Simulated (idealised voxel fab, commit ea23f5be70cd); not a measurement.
Herein follows the process module entitled voxel transistor to metal.
Cross-section cut: width 215 nm, square cells of 5 nm.
Notation: cross-section as square-cell grid; stated in bands, top first, going down; one or more cell rows per band. A band entry consists of two parts. The first gives the height of the band's top and the height of its bottom, in nm. The rest lists the band's materials from left to right, each with its width in nm. A single material labelled with the word "full width" fills the band from edge to edge, and the word "air" marks empty space. It should be noted that heights are counted from 0, beneath which the wafer as supplied is of one material throughout, and that the lowest band possesses no lower boundary but continues downward, as written in "0 down". Top row gets the first number, bottom row gets the second, and each row in between changes by the same step: that is how a band width like "30->40" works. You'll sometimes find "changes: none" written for a step, and that's the way of saying that nowhere in the cross-section did a cell change during that step. Under "Cavities, closed" you'll find the enclosed gaps, the ones with no way out to the top, that are 8 cells or bigger; each reads width x height at distance, with distance counted from the left edge, everything in nm. On each step's line, the part that comes after the settings is the simulator's own comment on the step. overlay nm: step with mask; distance mask lay right of planned place; negative value = left of planned place.

THE PROCESS STEPS THAT WERE PLANNED ARE LISTED BELOW
1) op RECEIVE | material Si
2) op CONFORMAL_DEP | material SiO2 | thk nm 5
3) op CONFORMAL_DEP | material SiN | thk nm 15
4) op DIRECTIONAL_DEP | material aC | thk nm 15
5) op PATTERN | tone cover | mask id ACTIVE | material resist | width nm 120 | thk nm 35 | overlay nm 0
6) op DIRECTIONAL_ETCH | etch materials aC | depth nm 15
7) op STRIP | etch materials resist
8) op DIRECTIONAL_ETCH | etch materials SiN | depth nm 15
9) op DIRECTIONAL_ETCH | etch materials SiO2 | depth nm 5
10) op DIRECTIONAL_ETCH | etch materials Si | depth nm 20
11) op STRIP | etch materials aC
12) op OXIDIZE | depth nm 5
13) op FILL_DEP | material SiO2 | thk nm 15
14) op CMP | height nm 20
15) op SELECTIVE_ETCH | etch materials SiO2 | depth nm 10
16) op STRIP | etch materials SiN
17) op SELECTIVE_ETCH | etch materials SiO2 | depth nm 5
18) op OXIDIZE | depth nm 5
19) op DIRECTIONAL_DEP | material polySi | thk nm 25
20) op DIRECTIONAL_DEP | material SiCN | thk nm 10
21) op MASKED_ETCH | tone cover | mask id GATE | width nm 30 | etch materials SiCN | depth nm 20 | overlay nm 0
22) op MASKED_ETCH | tone cover | mask id GATE | width nm 30 | etch materials polySi | depth nm 35 | overlay nm 0
23) op CONFORMAL_DEP | material SiO2 | thk nm 5
24) op DIRECTIONAL_ETCH | etch materials SiO2 | depth nm 5
25) op CONFORMAL_DEP | material SiN | thk nm 10
26) op DIRECTIONAL_ETCH | etch materials SiN | depth nm 10
27) op DIRECTIONAL_ETCH | etch materials SiO2 | depth nm 5
28) op EPI | material nSi | thk nm 5
29) op FILL_DEP | material SiO2 | thk nm 10
30) op CMP | height nm 25
31) op STRIP | etch materials polySi
32) op SELECTIVE_ETCH | etch materials SiO2 | depth nm 5
33) op CONFORMAL_DEP | material HfO2 | thk nm 5
34) op CONFORMAL_DEP | material TiN | thk nm 5
35) op FILL_DEP | material W | thk nm 10
36) op CMP | height nm 20
37) op DIRECTIONAL_DEP | material SiO2 | thk nm 10
38) op PATTERN | tone open | mask id CONTACT | material resist | width nm 20 | pitch nm 90 | thk nm 20 | overlay nm 0
39) op DIRECTIONAL_ETCH | etch materials SiO2 | depth nm 30
40) op STRIP | etch materials resist
41) op CONFORMAL_DEP | material TiN | thk nm 5
42) op FILL_DEP | material Ru | thk nm 5
43) op CMP | height nm 30
44) op DIRECTIONAL_DEP | material TiN | thk nm 5
45) op DIRECTIONAL_DEP | material Ru | thk nm 15
46) op PATTERN | tone cover | mask id METAL_1 | material resist | width nm 20 | pitch nm 90 | thk nm 20 | overlay nm 0
47) op DIRECTIONAL_ETCH | etch materials Ru | depth nm 15
48) op DIRECTIONAL_ETCH | etch materials TiN | depth nm 5
49) op STRIP | etch materials resist
50) op CONFORMAL_DEP | material SiCN | thk nm 5
51) op FILL_DEP | material SiO2 | thk nm 5
52) op CMP | height nm 50
53) op CONFORMAL_DEP | material SiN | thk nm 5

CROSS-SECTION OF THE WAFER AS IT CAME TO US, I.E., ALREADY THROUGH STEP 1
    0 down = Si full width
    Cavities, closed: none

FIRST OF TWO WAFERS: CROSS-SECTION AT END OF MODULE, RUN PER PLAN
    55 to 50 = SiN full width
    50 to 35 = SiO2: 45 / SiCN: 5 / Ru: 20 / SiCN: 5 / SiO2: 60 / SiCN: 5 / Ru: 20 / SiCN: 5 / SiO2: 50
    35 to 30 = SiCN: 50 / TiN: 20 / SiCN: 70 / TiN: 20 / SiCN: 55
    30 to 20 = SiO2: 50 / TiN: 5 / Ru: 10 / TiN: 5 / SiO2: 70 / TiN: 5 / Ru: 10 / TiN: 5 / SiO2: 55
    20 to 10 = SiO2: 50 / TiN: 5 / Ru: 10 / TiN: 5 / SiO2: 5 / SiN: 10 / HfO2: 5 / TiN: 5 / W: 20 / TiN: 5 / HfO2: 5 / SiN: 10 / SiO2: 5 / TiN: 5 / Ru: 10 / TiN: 5 / SiO2: 55
    10 to 5 = SiO2: 50 / TiN: 10 / Ru: 5 / TiN: 5 / SiO2: 5 / SiN: 10 / HfO2: 5 / TiN: 5 / W: 20 / TiN: 5 / HfO2: 5 / SiN: 10 / SiO2: 5 / TiN: 5 / Ru: 5 / TiN: 10 / SiO2: 55
    5 to 0 = SiO2: 45 / SiN: 10 / TiN: 15 / SiO2: 5 / SiN: 10 / HfO2: 5 / TiN: 30 / HfO2: 5 / SiN: 10 / SiO2: 5 / TiN: 15 / SiN: 10 / SiO2: 50
    0 to -5 = SiO2: 55 / nSi: 20 / SiO2: 10 / HfO2: 40 / SiO2: 10 / nSi: 20 / SiO2: 60
    -5 to -25 = SiO2: 50 / Si: 110 / SiO2: 55
    -25 down = Si full width
    Cavities, closed: none

SO THIS IS WAFER NUMBER TWO OF THE TWO, CUT AT THE END OF THE MODULE - IT STARTED WHERE THE FIRST DID AND HAD THE SAME PLAN, WE JUST GOT ONE THING WRONG RUNNING IT
    55 to 50 = SiN full width
    50 to 35 = SiO2: 45 / SiCN: 5 / Ru: 20 / SiCN: 5 / SiO2: 60 / SiCN: 5 / Ru: 20 / SiCN: 5 / SiO2: 50
    35 to 30 = SiCN: 50 / TiN: 20 / SiCN: 70 / TiN: 20 / SiCN: 55
    30 to 20 = SiO2: 50 / TiN: 5 / Ru: 10 / TiN: 5 / SiO2: 70 / TiN: 5 / Ru: 10 / TiN: 5 / SiO2: 55
    20 to 10 = SiO2: 50 / TiN: 5 / Ru: 10 / TiN: 5 / SiO2: 5 / SiN: 10 / HfO2: 5 / TiN: 5 / W: 20 / TiN: 5 / HfO2: 5 / SiN: 10 / SiO2: 5 / TiN: 5 / Ru: 10 / TiN: 5 / SiO2: 55
    10 to 5 = SiO2: 50 / TiN: 10 / Ru: 5 / TiN: 5 / SiO2: 5 / SiN: 10 / HfO2: 5 / TiN: 5 / W: 20 / TiN: 5 / HfO2: 5 / SiN: 10 / SiO2: 5 / TiN: 5 / Ru: 5 / TiN: 10 / SiO2: 55
    5 to 0 = SiO2: 45 / SiN: 10 / TiN: 15 / SiO2: 5 / SiN: 10 / HfO2: 5 / TiN: 30 / HfO2: 5 / SiN: 10 / SiO2: 5 / TiN: 15 / SiN: 10 / SiO2: 50
    0 to -5 = SiO2: 55 / nSi: 20 / SiO2: 10 / HfO2: 40 / SiO2: 10 / nSi: 20 / SiO2: 60
    -5 to -45 = SiO2: 50 / Si: 110 / SiO2: 55
    -45 down = Si full width
    Cavities, closed: none
Want to know what went wrong? regarding the plan, step 10 was run twice
Counted in cells at the end, the second wafer holds more or fewer of these materials than the first: 84 fewer of Si, 84 more of SiO2
